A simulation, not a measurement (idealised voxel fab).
The name of this process module is voxel capacitor over wiring.
We display cut, a cross-section 285 nm in width whose square cells are each 5 nm.
When this document writes out a cross-section, it uses a grid of square cells and lists it as bands, beginning at the top and moving down, with a band standing for one or more rows of cells. A band entry consists of two parts. The first gives the height of the band's top and the height of its bottom, in nm. The rest lists the band's materials from left to right, each with its width in nm. A single material labelled with the word "full width" fills the band from edge to edge, and the word "air" marks empty space. Heights are expressed relative to 0, this being the level below which the as-received wafer comprises one material exclusively. The lowest band is unbounded in the downward direction and is denoted as in "0 nm and below". It should be noted that a width expressed as "30..40" varies in equal increments from row to row of cells within the band, taking the value of the first number at the top row and that of the second number at the bottom row. "no alteration", as given for a step, is the statement that not any cell of the cross-section underwent a change during that step. Listed in "Fully sealed voids": every empty space of 8 or more cells without an open way to the top. Form: width x height at distance, the distance being from the left edge, all in nm. Note: text after step settings on the step line = simulator remark on that step. The optional step-line setting "overlay nm" applies to steps with a mask and quantifies how far to the right of its planned location the mask lay, a negative value indicating leftward placement.

The steps planned for the process are as follows
1,RECEIVE | material Si
2,CONFORMAL_DEP | material SiO2 | thk nm 15
3,CONFORMAL_DEP | material SiN | thk nm 5
4,DIRECTIONAL_DEP | material SiO2 | thk nm 20
5,MASKED_ETCH | tone open | mask id METAL_1 | width nm 25 | pitch nm 80 | etch materials SiO2 | depth nm 20 | overlay nm 0
6,MASKED_ETCH | tone open | mask id METAL_1 | width nm 25 | pitch nm 80 | etch materials SiN | depth nm 5 | overlay nm 0
7,CONFORMAL_DEP | material TiN | thk nm 5
8,FILL_DEP | material W | thk nm 5
9,CMP | height nm 40
10,CONFORMAL_DEP | material SiCN | thk nm 5
11,DIRECTIONAL_DEP | material SiO2 | thk nm 20
12,PATTERN | tone open | mask id PLUG_1 | material resist | width nm 15 | thk nm 20 | overlay nm 0
13,DIRECTIONAL_ETCH | etch materials SiO2 | depth nm 20
14,DIRECTIONAL_ETCH | etch materials SiCN | depth nm 5
15,STRIP | etch materials resist
16,CONFORMAL_DEP | material TiN | thk nm 5
17,FILL_DEP | material Ru | thk nm 10
18,CMP | height nm 65
19,DIRECTIONAL_DEP | material TiN | thk nm 5
20,DIRECTIONAL_DEP | material HfO2 | thk nm 5
21,DIRECTIONAL_DEP | material TiN | thk nm 5
22,DIRECTIONAL_DEP | material aC | thk nm 15
23,PATTERN | tone cover | mask id UPPER_PLATE | material resist | width nm 60 | thk nm 35 | overlay nm 0
24,DIRECTIONAL_ETCH | etch materials aC | depth nm 15
25,STRIP | etch materials resist
26,DIRECTIONAL_ETCH | etch materials TiN | depth nm 5
27,DIRECTIONAL_ETCH | etch materials HfO2 | depth nm 5
28,STRIP | etch materials aC
29,DIRECTIONAL_DEP | material aC | thk nm 15
30,PATTERN | tone cover | mask id LOWER_PLATE | material resist | width nm 70 | thk nm 30 | overlay nm 0
31,DIRECTIONAL_ETCH | etch materials aC | depth nm 15
32,STRIP | etch materials resist
33,DIRECTIONAL_ETCH | etch materials TiN | depth nm 5
34,STRIP | etch materials aC
35,FILL_DEP | material SiO2 | thk nm 20
36,CMP | height nm 95
37,PATTERN | tone open | mask id PLUG_2 | material resist | width nm 15 | thk nm 20 | overlay nm 0
38,DIRECTIONAL_ETCH | etch materials SiO2 | depth nm 15
39,STRIP | etch materials resist
40,CONFORMAL_DEP | material TiN | thk nm 5
41,FILL_DEP | material Cu | thk nm 10
42,CMP | height nm 95
43,CONFORMAL_DEP | material SiN | thk nm 5

first wafer, as planned

Received-state cross-section, reflecting completion of step 1
    0 nm and below | Si full width
    Fully sealed voids: none

Cross-section: wafer state after step 2
    15 nm to 0 nm | SiO2 full width
    below 0: unchanged

Cross-section: wafer state after step 3
    20 nm to 15 nm | SiN full width
    below 15: unchanged

Cross-section: wafer state after step 4
    40 nm to 20 nm | SiO2 full width
    below 20: unchanged

Cross-section: wafer state after step 5
    40 nm to 20 nm | SiO2 90 / air 25 / SiO2 55 / air 25 / SiO2 90
    below 20: unchanged

Cross-section: wafer state after step 6
    40 nm to 20 nm | SiO2 90 / air 25 / SiO2 55 / air 25 / SiO2 90
    20 nm to 15 nm | SiN 90 / air 25 / SiN 55 / air 25 / SiN 90
    below 15: unchanged

Cross-section: wafer state after step 7
    45 nm to 40 nm | TiN 95 / air 15 / TiN 65 / air 15 / TiN 95
    40 nm to 20 nm | SiO2 90 / TiN 5 / air 15 / TiN 5 / SiO2 55 / TiN 5 / air 15 / TiN 5 / SiO2 90
    20 nm to 15 nm | SiN 90 / TiN 25 / SiN 55 / TiN 25 / SiN 90
    below 15: unchanged

Cross-section: wafer state after step 8
    50 nm to 45 nm | W full width
    45 nm to 40 nm | TiN 95 / W 15 / TiN 65 / W 15 / TiN 95
    40 nm to 20 nm | SiO2 90 / TiN 5 / W 15 / TiN 5 / SiO2 55 / TiN 5 / W 15 / TiN 5 / SiO2 90
    below 20: unchanged

Cross-section: wafer state after step 9
    40 nm to 20 nm | SiO2 90 / TiN 5 / W 15 / TiN 5 / SiO2 55 / TiN 5 / W 15 / TiN 5 / SiO2 90
    below 20: unchanged

Cross-section: wafer state after step 10
    45 nm to 40 nm | SiCN full width
    below 40: unchanged

Cross-section: wafer state after step 11
    65 nm to 45 nm | SiO2 full width
    below 45: unchanged

Cross-section: wafer state after step 12
    85 nm to 65 nm | resist 100 / air 15 / resist 170
    below 65: unchanged

Cross-section: wafer state after step 13
    85 nm to 65 nm | resist 100 / air 15 / resist 170
    65 nm to 45 nm | SiO2 100 / air 15 / SiO2 170
    below 45: unchanged

Cross-section: wafer state after step 14
    85 nm to 65 nm | resist 100 / air 15 / resist 170
    65 nm to 45 nm | SiO2 100 / air 15 / SiO2 170
    45 nm to 40 nm | SiCN 100 / air 15 / SiCN 170
    below 40: unchanged

Cross-section: wafer state after step 15
    65 nm to 45 nm | SiO2 100 / air 15 / SiO2 170
    below 45: unchanged

Cross-section: wafer state after step 16
    70 nm to 65 nm | TiN 105 / air 5 / TiN 175
    65 nm to 45 nm | SiO2 100 / TiN 5 / air 5 / TiN 5 / SiO2 170
    45 nm to 40 nm | SiCN 100 / TiN 15 / SiCN 170
    below 40: unchanged

Cross-section: wafer state after step 17
    80 nm to 70 nm | Ru full width
    70 nm to 65 nm | TiN 105 / Ru 5 / TiN 175
    65 nm to 45 nm | SiO2 100 / TiN 5 / Ru 5 / TiN 5 / SiO2 170
    below 45: unchanged

Cross-section: wafer state after step 18
    65 nm to 45 nm | SiO2 100 / TiN 5 / Ru 5 / TiN 5 / SiO2 170
    below 45: unchanged

Cross-section: wafer state after step 19
    70 nm to 65 nm | TiN full width
    below 65: unchanged

Cross-section: wafer state after step 20
    75 nm to 70 nm | HfO2 full width
    below 70: unchanged

Cross-section: wafer state after step 21
    80 nm to 75 nm | TiN full width
    below 75: unchanged

Cross-section: wafer state after step 22
    95 nm to 80 nm | aC full width
    below 80: unchanged

Cross-section: wafer state after step 23
    130 nm to 95 nm | air 100 / resist 60 / air 125
    below 95: unchanged

Cross-section: wafer state after step 24
    115 nm to 95 nm | air 100 / resist 60 / air 125
    95 nm to 80 nm | air 100 / aC 60 / air 125
    below 80: unchanged

Cross-section: wafer state after step 25
    95 nm to 80 nm | air 100 / aC 60 / air 125
    below 80: unchanged

Cross-section: wafer state after step 26
    95 nm to 80 nm | air 100 / aC 60 / air 125
    80 nm to 75 nm | air 100 / TiN 60 / air 125
    below 75: unchanged

Cross-section: wafer state after step 27
    95 nm to 80 nm | air 100 / aC 60 / air 125
    80 nm to 75 nm | air 100 / TiN 60 / air 125
    75 nm to 70 nm | air 100 / HfO2 60 / air 125
    below 70: unchanged

Cross-section: wafer state after step 28
    80 nm to 75 nm | air 100 / TiN 60 / air 125
    below 75: unchanged

Cross-section: wafer state after step 29
    95 nm to 85 nm | air 100 / aC 60 / air 125
    85 nm to 80 nm | aC full width
    80 nm to 75 nm | aC 100 / TiN 60 / aC 125
    75 nm to 70 nm | aC 100 / HfO2 60 / aC 125
    below 70: unchanged

Cross-section: wafer state after step 30
    125 nm to 95 nm | air 95 / resist 70 / air 120
    95 nm to 85 nm | air 95 / resist 5 / aC 60 / resist 5 / air 120
    below 85: unchanged

Cross-section: wafer state after step 31
    110 nm to 95 nm | air 95 / resist 70 / air 120
    95 nm to 85 nm | air 95 / resist 5 / aC 60 / resist 5 / air 120
    85 nm to 80 nm | air 95 / aC 70 / air 120
    80 nm to 75 nm | air 95 / aC 5 / TiN 60 / aC 5 / air 120
    75 nm to 70 nm | air 95 / aC 5 / HfO2 60 / aC 5 / air 120
    below 70: unchanged

Cross-section: wafer state after step 32
    95 nm to 85 nm | air 100 / aC 60 / air 125
    below 85: unchanged

Cross-section: wafer state after step 33
    95 nm to 85 nm | air 100 / aC 60 / air 125
    85 nm to 80 nm | air 95 / aC 70 / air 120
    80 nm to 75 nm | air 95 / aC 5 / TiN 60 / aC 5 / air 120
    75 nm to 70 nm | air 95 / aC 5 / HfO2 60 / aC 5 / air 120
    70 nm to 65 nm | air 95 / TiN 70 / air 120
    below 65: unchanged

Cross-section: wafer state after step 34
    80 nm to 75 nm | air 100 / TiN 60 / air 125
    75 nm to 70 nm | air 100 / HfO2 60 / air 125
    below 70: unchanged

Cross-section: wafer state after step 35
    100 nm to 80 nm | SiO2 full width
    80 nm to 75 nm | SiO2 100 / TiN 60 / SiO2 125
    75 nm to 70 nm | SiO2 100 / HfO2 60 / SiO2 125
    70 nm to 65 nm | SiO2 95 / TiN 70 / SiO2 120
    below 65: unchanged

Cross-section: wafer state after step 36
    95 nm to 80 nm | SiO2 full width
    below 80: unchanged

Cross-section: wafer state after step 37
    115 nm to 95 nm | resist 110 / air 15 / resist 160
    below 95: unchanged

Cross-section: wafer state after step 38
    115 nm to 95 nm | resist 110 / air 15 / resist 160
    95 nm to 80 nm | SiO2 110 / air 15 / SiO2 160
    below 80: unchanged

Cross-section: wafer state after step 39
    95 nm to 80 nm | SiO2 110 / air 15 / SiO2 160
    below 80: unchanged

Cross-section: wafer state after step 40
    100 nm to 95 nm | TiN 115 / air 5 / TiN 165
    95 nm to 85 nm | SiO2 110 / TiN 5 / air 5 / TiN 5 / SiO2 160
    85 nm to 75 nm | SiO2 110..100 / TiN 15..60 / SiO2 160..125
    below 75: unchanged

Cross-section: wafer state after step 41
    110 nm to 100 nm | Cu full width
    100 nm to 95 nm | TiN 115 / Cu 5 / TiN 165
    95 nm to 85 nm | SiO2 110 / TiN 5 / Cu 5 / TiN 5 / SiO2 160
    below 85: unchanged

Cross-section: wafer state after step 42
    95 nm to 85 nm | SiO2 110 / TiN 5 / Cu 5 / TiN 5 / SiO2 160
    below 85: unchanged

Cross-section: wafer state after step 43
    100 nm to 95 nm | SiN full width
    below 95: unchanged

It is to be noted that the second wafer proceeded from the same initial state and according to the same plan as the first, although one mistake was committed in its execution; through step 29, inclusive, the two wafers share an identical history

Cross-section of the second wafer corresponding to the planned conclusion of step 30
    125 nm to 95 nm | air 100 / resist 70 / air 115
    95 nm to 85 nm | air 100 / aC 60 / resist 10 / air 115
    below 85: unchanged

Cross-section of the second wafer corresponding to the planned conclusion of step 31
    110 nm to 95 nm | air 100 / resist 70 / air 115
    95 nm to 85 nm | air 100 / aC 60 / resist 10 / air 115
    85 nm to 80 nm | air 100 / aC 70 / air 115
    80 nm to 75 nm | air 100 / TiN 60 / aC 10 / air 115
    75 nm to 70 nm | air 100 / HfO2 60 / aC 10 / air 115
    below 70: unchanged

Cross-section of the second wafer corresponding to the planned conclusion of step 32
    95 nm to 85 nm | air 100 / aC 60 / air 125
    below 85: unchanged

Cross-section of the second wafer corresponding to the planned conclusion of step 33
    95 nm to 85 nm | air 100 / aC 60 / air 125
    85 nm to 80 nm | air 100 / aC 70 / air 115
    80 nm to 75 nm | air 100 / TiN 60 / aC 10 / air 115
    75 nm to 70 nm | air 100 / HfO2 60 / aC 10 / air 115
    70 nm to 65 nm | air 100 / TiN 70 / air 115
    below 65: unchanged

Cross-section of the second wafer corresponding to the planned conclusion of step 34
    80 nm to 75 nm | air 100 / TiN 60 / air 125
    75 nm to 70 nm | air 100 / HfO2 60 / air 125
    below 70: unchanged

Cross-section of the second wafer corresponding to the planned conclusion of step 35
    100 nm to 80 nm | SiO2 full width
    80 nm to 75 nm | SiO2 100 / TiN 60 / SiO2 125
    75 nm to 70 nm | SiO2 100 / HfO2 60 / SiO2 125
    70 nm to 65 nm | SiO2 100 / TiN 70 / SiO2 115
    below 65: unchanged

Cross-section of the second wafer corresponding to the planned conclusion of step 36
    95 nm to 80 nm | SiO2 full width
    below 80: unchanged

Cross-section of the second wafer corresponding to the planned conclusion of step 37
    115 nm to 95 nm | resist 110 / air 15 / resist 160
    below 95: unchanged

Cross-section of the second wafer corresponding to the planned conclusion of step 38
    115 nm to 95 nm | resist 110 / air 15 / resist 160
    95 nm to 80 nm | SiO2 110 / air 15 / SiO2 160
    below 80: unchanged

Cross-section of the second wafer corresponding to the planned conclusion of step 39
    95 nm to 80 nm | SiO2 110 / air 15 / SiO2 160
    below 80: unchanged

Cross-section of the second wafer corresponding to the planned conclusion of step 40
    100 nm to 95 nm | TiN 115 / air 5 / TiN 165
    95 nm to 85 nm | SiO2 110 / TiN 5 / air 5 / TiN 5 / SiO2 160
    85 nm to 75 nm | SiO2 110..100 / TiN 15..60 / SiO2 160..125
    below 75: unchanged

Cross-section of the second wafer corresponding to the planned conclusion of step 41
    110 nm to 100 nm | Cu full width
    100 nm to 95 nm | TiN 115 / Cu 5 / TiN 165
    95 nm to 85 nm | SiO2 110 / TiN 5 / Cu 5 / TiN 5 / SiO2 160
    below 85: unchanged

Cross-section of the second wafer corresponding to the planned conclusion of step 42
    95 nm to 85 nm | SiO2 110 / TiN 5 / Cu 5 / TiN 5 / SiO2 160
    below 85: unchanged

Cross-section of the second wafer corresponding to the planned conclusion of step 43
    100 nm to 95 nm | SiN full width
    below 95: unchanged
Which mistake was made when the wafer was run? step 30 did not use the planned setting and instead ran as PATTERN | tone cover | mask id LOWER_PLATE | material resist | width nm 70 | thk nm 30 | overlay nm 5
At the end, each material covers as many cells on the second wafer as it does on the first, though the cells it covers are elsewhere.
